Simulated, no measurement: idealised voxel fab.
process module | voxel quadruple lines
cross-section cut | 170 nm wide | cells 5 nm
A cross-section is a grid of square cells, given in bands from the top down. A band is one or more rows of cells.
Each band's line starts with the height of the band's top and of its bottom, in nm. Then come its materials from left to right, each with its width in nm. One material with "throughout" fills the band from edge to edge. "air" is empty space.
Height 0 is the level under which the wafer as received is all one material. The lowest band goes on downwards, as in "0 down".
A width such as "30 to 40" changes by the same amount from each row of cells to the next, from the band's top row to its bottom row.
"no change" after a step means that no cell of the cross-section changed.
closed voids: empty space of 8 cells or more with no open way to the top, each as width x height at its distance from the left edge, in nm
after a step's settings: what the simulator itself notes on the step
overlay nm, on a step with a mask: how far to the right of its planned place the mask lay; to the left if negative
plan
1 op RECEIVE | material Si
2 op CONFORMAL_DEP | material Al2O3 | thk nm 10
3 op DIRECTIONAL_DEP | material Ru | thk nm 15
4 op DIRECTIONAL_DEP | material polySi | thk nm 20
5 op DIRECTIONAL_DEP | material aC | thk nm 25
6 op PATTERN | tone cover | mask id MANDREL | material resist | width nm 30 | thk nm 30 | overlay nm 0
7 op DIRECTIONAL_ETCH | etch materials aC | depth nm 25
8 op STRIP | etch materials resist
9 op CONFORMAL_DEP | material SiO2 | thk nm 10
10 op DIRECTIONAL_ETCH | etch materials SiO2 | depth nm 10
11 op STRIP | etch materials aC
12 op DIRECTIONAL_ETCH | etch materials polySi | depth nm 20
13 op STRIP | etch materials SiO2
14 op CONFORMAL_DEP | material SiN | thk nm 10
15 op DIRECTIONAL_ETCH | etch materials SiN | depth nm 10
16 op STRIP | etch materials polySi
17 op DIRECTIONAL_ETCH | etch materials Ru | depth nm 15
18 op STRIP | etch materials SiN
19 op FILL_DEP | material SiO2 | thk nm 10
20 op CMP | height nm 25
first wafer, as planned
as received, after step 1
  0 down: Si throughout
  closed voids: none
after step 2
  10 to 0: Al2O3 throughout
  below 0: unchanged
after step 3
  25 to 10: Ru throughout
  below 10: unchanged
after step 4
  45 to 25: polySi throughout
  below 25: unchanged
after step 5
  70 to 45: aC throughout
  below 45: unchanged
after step 6
  100 to 70: air 70 | resist 30 | air 70
  below 70: unchanged
after step 7
  75 to 70: air 70 | resist 30 | air 70
  70 to 45: air 70 | aC 30 | air 70
  below 45: unchanged
after step 8
  70 to 45: air 70 | aC 30 | air 70
  below 45: unchanged
after step 9
  80 to 70: air 60 | SiO2 50 | air 60
  70 to 55: air 60 | SiO2 10 | aC 30 | SiO2 10 | air 60
  55 to 45: SiO2 70 | aC 30 | SiO2 70
  below 45: unchanged
after step 10
  70 to 45: air 60 | SiO2 10 | aC 30 | SiO2 10 | air 60
  below 45: unchanged
after step 11
  70 to 45: air 60 | SiO2 10 | air 30 | SiO2 10 | air 60
  below 45: unchanged
after step 12
  70 to 45: air 60 | SiO2 10 | air 30 | SiO2 10 | air 60
  45 to 25: air 60 | polySi 10 | air 30 | polySi 10 | air 60
  below 25: unchanged
after step 13
  45 to 25: air 60 | polySi 10 | air 30 | polySi 10 | air 60
  below 25: unchanged
after step 14
  55 to 45: air 50 | SiN 30 | air 10 | SiN 30 | air 50
  45 to 35: air 50 | SiN 10 | polySi 10 | SiN 10 | air 10 | SiN 10 | polySi 10 | SiN 10 | air 50
  35 to 25: SiN 60 | polySi 10 | SiN 30 | polySi 10 | SiN 60
  below 25: unchanged
after step 15
  45 to 25: air 50 | SiN 10 | polySi 10 | SiN 10 | air 10 | SiN 10 | polySi 10 | SiN 10 | air 50
  below 25: unchanged
after step 16
  45 to 25: air 50 | SiN 10 | air 10 | SiN 10 | air 10 | SiN 10 | air 10 | SiN 10 | air 50
  below 25: unchanged
after step 17
  45 to 25: air 50 | SiN 10 | air 10 | SiN 10 | air 10 | SiN 10 | air 10 | SiN 10 | air 50
  25 to 10: air 50 | Ru 10 | air 10 | Ru 10 | air 10 | Ru 10 | air 10 | Ru 10 | air 50
  below 10: unchanged
after step 18
  25 to 10: air 50 | Ru 10 | air 10 | Ru 10 | air 10 | Ru 10 | air 10 | Ru 10 | air 50
  below 10: unchanged
after step 19
  35 to 25: SiO2 throughout
  25 to 10: SiO2 50 | Ru 10 | SiO2 10 | Ru 10 | SiO2 10 | Ru 10 | SiO2 10 | Ru 10 | SiO2 50
  below 10: unchanged
after step 20
  25 to 10: SiO2 50 | Ru 10 | SiO2 10 | Ru 10 | SiO2 10 | Ru 10 | SiO2 10 | Ru 10 | SiO2 50
  below 10: unchanged
second wafer: like start, like plan, one mistake. Through step 5 it matches the first wafer
when step 6 should have ended
  100 to 70: resist 70 | air 30 | resist 70
  below 70: unchanged
when step 7 should have ended
  75 to 70: resist 70 | air 30 | resist 70
  70 to 45: aC 70 | air 30 | aC 70
  below 45: unchanged
when step 8 should have ended
  70 to 45: aC 70 | air 30 | aC 70
  below 45: unchanged
when step 9 should have ended
  80 to 70: SiO2 80 | air 10 | SiO2 80
  70 to 55: aC 70 | SiO2 10 | air 10 | SiO2 10 | aC 70
  55 to 45: aC 70 | SiO2 30 | aC 70
  below 45: unchanged
when step 10 should have ended
  70 to 45: aC 70 | SiO2 10 | air 10 | SiO2 10 | aC 70
  below 45: unchanged
when step 11 should have ended
  70 to 45: air 70 | SiO2 10 | air 10 | SiO2 10 | air 70
  below 45: unchanged
when step 12 should have ended
  70 to 45: air 70 | SiO2 10 | air 10 | SiO2 10 | air 70
  45 to 25: air 70 | polySi 10 | air 10 | polySi 10 | air 70
  below 25: unchanged
when step 13 should have ended
  45 to 25: air 70 | polySi 10 | air 10 | polySi 10 | air 70
  below 25: unchanged
when step 14 should have ended
  55 to 45: air 60 | SiN 50 | air 60
  45 to 35: air 60 | SiN 10 | polySi 10 | SiN 10 | polySi 10 | SiN 10 | air 60
  35 to 25: SiN 70 | polySi 10 | SiN 10 | polySi 10 | SiN 70
  below 25: unchanged
when step 15 should have ended
  45 to 25: air 60 | SiN 10 | polySi 10 | SiN 10 | polySi 10 | SiN 10 | air 60
  below 25: unchanged
when step 16 should have ended
  45 to 25: air 60 | SiN 10 | air 10 | SiN 10 | air 10 | SiN 10 | air 60
  below 25: unchanged
when step 17 should have ended
  45 to 25: air 60 | SiN 10 | air 10 | SiN 10 | air 10 | SiN 10 | air 60
  25 to 10: air 60 | Ru 10 | air 10 | Ru 10 | air 10 | Ru 10 | air 60
  below 10: unchanged
when step 18 should have ended
  25 to 10: air 60 | Ru 10 | air 10 | Ru 10 | air 10 | Ru 10 | air 60
  below 10: unchanged
when step 19 should have ended
  35 to 25: SiO2 throughout
  25 to 10: SiO2 60 | Ru 10 | SiO2 10 | Ru 10 | SiO2 10 | Ru 10 | SiO2 60
  below 10: unchanged
when step 20 should have ended
  25 to 10: SiO2 60 | Ru 10 | SiO2 10 | Ru 10 | SiO2 10 | Ru 10 | SiO2 60
  below 10: unchanged
what went wrong: step 6 ran as: op PATTERN | tone open | mask id MANDREL | material resist | width nm 30 | thk nm 30 | overlay nm 0
at the end the second wafer has, in cells: 6 fewer of Ru | 6 more of SiO2
